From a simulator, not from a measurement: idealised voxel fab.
Process module heading - voxel transistor to metal
In the cross-section labelled cut, the width is 265 nm and each square cell is 5 nm.
Each cross-section below is a grid of square cells, stated as bands in top-down order, with one or more rows of cells making up each band.
For a band, the entry starts with two heights in nm, that of the top and then that of the bottom, and carries on with the band's materials in order from left to right, each alongside its width in nm; the word "everywhere" beside a single material means it fills the band edge to edge, and "empty" means empty space.
Height is counted from the level 0, under which the received wafer is composed throughout of one material. The lowest of the bands is not closed at the bottom but continues downward, in the notation "0 down".
Think of "30 to 40" as a width that walks from the first number to the second as you go down the band, top row to bottom row, taking equal-sized steps from row to row.
Key: "left unchanged" - step with no changed cell in the cross-section.
The entry titled "Closed cavities" provides the empty spaces that have no open way to the top, restricted to those of 8 cells or more. Each is presented as width x height at distance, the distance being measured from the left edge, with all three in nm.
That trailing text on a step's line, after the settings, is the simulator's own remark on the step.
overlay nm: mask right of planned place by this much (step with mask). Neg. = left.
The process steps that were planned are listed below
1: RECEIVE,material Si
2: CONFORMAL_DEP,material SiO2,thk nm 5
3: CONFORMAL_DEP,material SiN,thk nm 15
4: MASKED_ETCH,tone cover,mask id ACTIVE,width nm 100,pitch nm 125,etch materials SiN,depth nm 15,overlay nm 0
5: MASKED_ETCH,tone cover,mask id ACTIVE,width nm 100,pitch nm 125,etch materials SiO2,depth nm 5,overlay nm 0
6: MASKED_ETCH,tone cover,mask id ACTIVE,width nm 100,pitch nm 125,etch materials Si,depth nm 35,overlay nm 0
7: OXIDIZE,depth nm 5
8: FILL_DEP,material SiO2,thk nm 5
9: CMP,height nm 20
10: SELECTIVE_ETCH,etch materials SiO2,depth nm 15
11: STRIP,etch materials SiN
12: SELECTIVE_ETCH,etch materials SiO2,depth nm 5
13: OXIDIZE,depth nm 5
14: DIRECTIONAL_DEP,material polySi,thk nm 20
15: DIRECTIONAL_DEP,material SiCN,thk nm 15
16: MASKED_ETCH,tone cover,mask id GATE,width nm 20,pitch nm 125,etch materials SiCN,depth nm 25,overlay nm 0
17: MASKED_ETCH,tone cover,mask id GATE,width nm 20,pitch nm 125,etch materials polySi,depth nm 30,overlay nm 0
18: CONFORMAL_DEP,material SiN,thk nm 10
19: DIRECTIONAL_ETCH,etch materials SiN,depth nm 10
20: DIRECTIONAL_ETCH,etch materials SiO2,depth nm 5
21: EPI,material pSi,thk nm 5
22: FILL_DEP,material SiO2,thk nm 5
23: CMP,height nm 35
24: DIRECTIONAL_DEP,material SiO2,thk nm 15
25: DIRECTIONAL_DEP,material aC,thk nm 10
26: PATTERN,tone open,mask id CONTACT,material resist,width nm 30,thk nm 25,overlay nm 0
27: DIRECTIONAL_ETCH,etch materials aC,depth nm 10
28: STRIP,etch materials resist
29: DIRECTIONAL_ETCH,etch materials SiO2,depth nm 50
30: STRIP,etch materials aC
31: CONFORMAL_DEP,material TiN,thk nm 5
32: FILL_DEP,material Ru,thk nm 10
33: CMP,height nm 50
34: DIRECTIONAL_DEP,material TiN,thk nm 5
35: DIRECTIONAL_DEP,material Ru,thk nm 20
36: PATTERN,tone cover,mask id METAL_1,material resist,width nm 15,thk nm 15,overlay nm 0
37: DIRECTIONAL_ETCH,etch materials Ru,depth nm 20
38: DIRECTIONAL_ETCH,etch materials TiN,depth nm 5
39: STRIP,etch materials resist
40: FILL_DEP,material SiO2,thk nm 5
41: CMP,height nm 75
42: CONFORMAL_DEP,material SiCN,thk nm 5
43: DIRECTIONAL_DEP,material SiO2,thk nm 35
44: DIRECTIONAL_DEP,material aC,thk nm 15
45: PATTERN,tone open,mask id METAL_2,material resist,width nm 15,pitch nm 125,thk nm 30,overlay nm 0
46: DIRECTIONAL_ETCH,etch materials aC,depth nm 15
47: STRIP,etch materials resist
48: DIRECTIONAL_ETCH,etch materials SiO2,depth nm 20
49: STRIP,etch materials aC
50: DIRECTIONAL_DEP,material aC,thk nm 10
51: PATTERN,tone open,mask id METAL_2_HOLES,material resist,width nm 15,pitch nm 125,thk nm 25,overlay nm 0
52: DIRECTIONAL_ETCH,etch materials aC,depth nm 10
53: STRIP,etch materials resist
54: DIRECTIONAL_ETCH,etch materials SiO2,depth nm 15
55: DIRECTIONAL_ETCH,etch materials SiCN,depth nm 5
56: STRIP,etch materials aC
57: CONFORMAL_DEP,material TiN,thk nm 5
58: FILL_DEP,material Cu,thk nm 10
59: CMP,height nm 115
60: CONFORMAL_DEP,material SiCN,thk nm 5
Shown in cross-section is the wafer as received, that is, as it stands after step 1
	0 down: Si everywhere
	Closed cavities: none
As-planned run: cross-section of the first of two wafers at end of module
	120 to 115: SiCN everywhere
	115 to 80: SiO2 25 nm | TiN 5 nm | Cu 5 nm | TiN 5 nm | SiO2 110 nm | TiN 5 nm | Cu 5 nm | TiN 5 nm | SiO2 100 nm
	80 to 75: SiCN 25 nm | TiN 15 nm | SiCN 110 nm | TiN 15 nm | SiCN 100 nm
	75 to 55: SiO2 25 nm | Ru 15 nm | SiO2 60 nm | Ru 15 nm | SiO2 35 nm | Ru 15 nm | SiO2 60 nm | Ru 15 nm | SiO2 25 nm
	55 to 50: SiO2 25 nm | TiN 15 nm | SiO2 60 nm | TiN 15 nm | SiO2 35 nm | TiN 15 nm | SiO2 60 nm | TiN 15 nm | SiO2 25 nm
	50 to 40: SiO2 25 nm | TiN 5 nm | Ru 20 nm | TiN 5 nm | SiO2 30 nm | TiN 5 nm | Ru 20 nm | TiN 5 nm | SiO2 35 nm | TiN 5 nm | Ru 20 nm | TiN 5 nm | SiO2 30 nm | TiN 5 nm | Ru 20 nm | TiN 5 nm | SiO2 25 nm
	40 to 35: SiO2 25 nm | TiN 5 nm | Ru 15 nm | TiN 10 nm | SiO2 30 nm | TiN 10 nm | Ru 15 nm | TiN 5 nm | SiO2 35 nm | TiN 5 nm | Ru 15 nm | TiN 10 nm | SiO2 30 nm | TiN 10 nm | Ru 15 nm | TiN 5 nm | SiO2 25 nm
	35 to 20: SiO2 25 nm | TiN 5 nm | Ru 15 nm | TiN 5 nm | SiN 10 nm | SiCN 20 nm | SiN 10 nm | TiN 5 nm | Ru 15 nm | TiN 5 nm | SiO2 35 nm | TiN 5 nm | Ru 15 nm | TiN 5 nm | SiN 10 nm | SiCN 20 nm | SiN 10 nm | TiN 5 nm | Ru 15 nm | TiN 5 nm | SiO2 25 nm
	20 to 5: SiO2 25 nm | TiN 5 nm | Ru 15 nm | TiN 5 nm | SiN 10 nm | polySi 20 nm | SiN 10 nm | TiN 5 nm | Ru 15 nm | TiN 5 nm | SiO2 35 nm | TiN 5 nm | Ru 15 nm | TiN 5 nm | SiN 10 nm | polySi 20 nm | SiN 10 nm | TiN 5 nm | Ru 15 nm | TiN 5 nm | SiO2 25 nm
	5 to 0: SiO2 25 nm | TiN 25 nm | SiN 10 nm | polySi 20 nm | SiN 10 nm | TiN 25 nm | SiO2 35 nm | TiN 25 nm | SiN 10 nm | polySi 20 nm | SiN 10 nm | TiN 25 nm | SiO2 25 nm
	0 to -5: SiO2 20 nm | pSi 30 nm | SiO2 40 nm | pSi 30 nm | SiO2 25 nm | pSi 30 nm | SiO2 40 nm | pSi 30 nm | SiO2 20 nm
	-5 to -40: SiO2 25 nm | Si 90 nm | SiO2 35 nm | Si 90 nm | SiO2 25 nm
	-40 down: Si everywhere
	Closed cavities: none
So this is wafer number two of the two, cut at the end of the module - it started where the first did and had the same plan, we just got one thing wrong running it
	120 to 115: SiCN everywhere
	115 to 80: SiO2 25 nm | TiN 5 nm | SiN 5 nm | TiN 5 nm | SiO2 110 nm | TiN 5 nm | SiN 5 nm | TiN 5 nm | SiO2 100 nm
	80 to 75: SiCN 25 nm | TiN 15 nm | SiCN 110 nm | TiN 15 nm | SiCN 100 nm
	75 to 55: SiO2 25 nm | Ru 15 nm | SiO2 60 nm | Ru 15 nm | SiO2 35 nm | Ru 15 nm | SiO2 60 nm | Ru 15 nm | SiO2 25 nm
	55 to 50: SiO2 25 nm | TiN 15 nm | SiO2 60 nm | TiN 15 nm | SiO2 35 nm | TiN 15 nm | SiO2 60 nm | TiN 15 nm | SiO2 25 nm
	50 to 40: SiO2 25 nm | TiN 5 nm | Ru 20 nm | TiN 5 nm | SiO2 30 nm | TiN 5 nm | Ru 20 nm | TiN 5 nm | SiO2 35 nm | TiN 5 nm | Ru 20 nm | TiN 5 nm | SiO2 30 nm | TiN 5 nm | Ru 20 nm | TiN 5 nm | SiO2 25 nm
	40 to 35: SiO2 25 nm | TiN 5 nm | Ru 15 nm | TiN 10 nm | SiO2 30 nm | TiN 10 nm | Ru 15 nm | TiN 5 nm | SiO2 35 nm | TiN 5 nm | Ru 15 nm | TiN 10 nm | SiO2 30 nm | TiN 10 nm | Ru 15 nm | TiN 5 nm | SiO2 25 nm
	35 to 20: SiO2 25 nm | TiN 5 nm | Ru 15 nm | TiN 5 nm | SiN 10 nm | SiCN 20 nm | SiN 10 nm | TiN 5 nm | Ru 15 nm | TiN 5 nm | SiO2 35 nm | TiN 5 nm | Ru 15 nm | TiN 5 nm | SiN 10 nm | SiCN 20 nm | SiN 10 nm | TiN 5 nm | Ru 15 nm | TiN 5 nm | SiO2 25 nm
	20 to 5: SiO2 25 nm | TiN 5 nm | Ru 15 nm | TiN 5 nm | SiN 10 nm | polySi 20 nm | SiN 10 nm | TiN 5 nm | Ru 15 nm | TiN 5 nm | SiO2 35 nm | TiN 5 nm | Ru 15 nm | TiN 5 nm | SiN 10 nm | polySi 20 nm | SiN 10 nm | TiN 5 nm | Ru 15 nm | TiN 5 nm | SiO2 25 nm
	5 to 0: SiO2 25 nm | TiN 25 nm | SiN 10 nm | polySi 20 nm | SiN 10 nm | TiN 25 nm | SiO2 35 nm | TiN 25 nm | SiN 10 nm | polySi 20 nm | SiN 10 nm | TiN 25 nm | SiO2 25 nm
	0 to -5: SiO2 20 nm | pSi 30 nm | SiO2 40 nm | pSi 30 nm | SiO2 25 nm | pSi 30 nm | SiO2 40 nm | pSi 30 nm | SiO2 20 nm
	-5 to -40: SiO2 25 nm | Si 90 nm | SiO2 35 nm | Si 90 nm | SiO2 25 nm
	-40 down: Si everywhere
	Closed cavities: none
Misprocessing identified: it should be noted that step 58 was executed with settings other than those planned, the operation and settings actually applied being FILL_DEP,material SiN,thk nm 10
The closing comparison, in cells, has the second wafer with more or fewer of some materials than the first: 14 fewer of Cu; 14 more of SiN
